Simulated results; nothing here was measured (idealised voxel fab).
voxel double patterning: a process module
The width of the displayed cross-section, cut, is 145 nm; its cells are square, with a size of 5 nm.
A cross-section is a grid of square cells, given in bands from the top down. A band is one or more rows of cells.
Per band: top height and bottom height in nm, followed by the left-to-right materials and their widths in nm; "full width" marks a single material spanning edge to edge, "blank" marks empty space.
We count height from 0. Below that, the starting wafer is all one material. The lowest band never ends at the bottom but goes on down; see "0..down" for how that is written.
Width "30..40": first value at the band's top row of cells, second value at its bottom row, equal change from row to row.
"all unchanged" (step): cross-section cells unchanged, all of them.
"Closed void inventory" enumerates empty spaces isolated from the top, with no open way to it, that contain at least 8 cells, giving each as width x height at distance from the left edge, all three in nm.
after a step's settings: what the simulator itself notes on the step
"overlay nm" denotes, for a step that has a mask, the displacement of the mask to the right of its planned place, with negative values corresponding to the left.
plan
step 1: RECEIVE: material Si
step 2: CONFORMAL_DEP: material SiO2, thk nm 10
step 3: DIRECTIONAL_DEP: material W, thk nm 15
step 4: DIRECTIONAL_DEP: material SiN, thk nm 5
step 5: DIRECTIONAL_DEP: material aC, thk nm 15
step 6: PATTERN: tone open, mask id FIRST, material resist, width nm 15, pitch nm 50, thk nm 30, overlay nm 0
step 7: DIRECTIONAL_ETCH: etch materials aC, depth nm 15
step 8: STRIP: etch materials resist
step 9: DIRECTIONAL_ETCH: etch materials SiN, depth nm 5
step 10: STRIP: etch materials aC
step 11: DIRECTIONAL_DEP: material aC, thk nm 15
step 12: PATTERN: tone open, mask id SECOND, material resist, width nm 15, thk nm 30, overlay nm 0
step 13: DIRECTIONAL_ETCH: etch materials aC, depth nm 15
step 14: STRIP: etch materials resist
step 15: DIRECTIONAL_ETCH: etch materials SiN, depth nm 5
step 16: STRIP: etch materials aC
step 17: DIRECTIONAL_ETCH: etch materials W, depth nm 15
step 18: STRIP: etch materials SiN
Received-state cross-section, reflecting completion of step 1
  0..down = Si full width
  Closed void inventory: none
End-of-module XS, first of two wafers, run as planned
  25..10 = 40 W; 15 blank; 10 W; 15 blank; 10 W; 15 blank; 40 W
  10..0 = SiO2 full width
  0..down = Si full width
  Closed void inventory: none
The second wafer, shown in cross-section after the module: started the same way as the first and given the same plan, yet one mistake crept into how it was run
  25..10 = 45 W; 15 blank; 5 W; 15 blank; 15 W; 15 blank; 35 W
  10..0 = SiO2 full width
  0..down = Si full width
  Closed void inventory: none
What broke from the plan during processing? for step 6, the planned setting was not used; the step was instead run as PATTERN: tone open, mask id FIRST, material resist, width nm 15, pitch nm 50, thk nm 30, overlay nm 5
The two final wafers agree on how many cells each material fills and disagree on which cells those are.
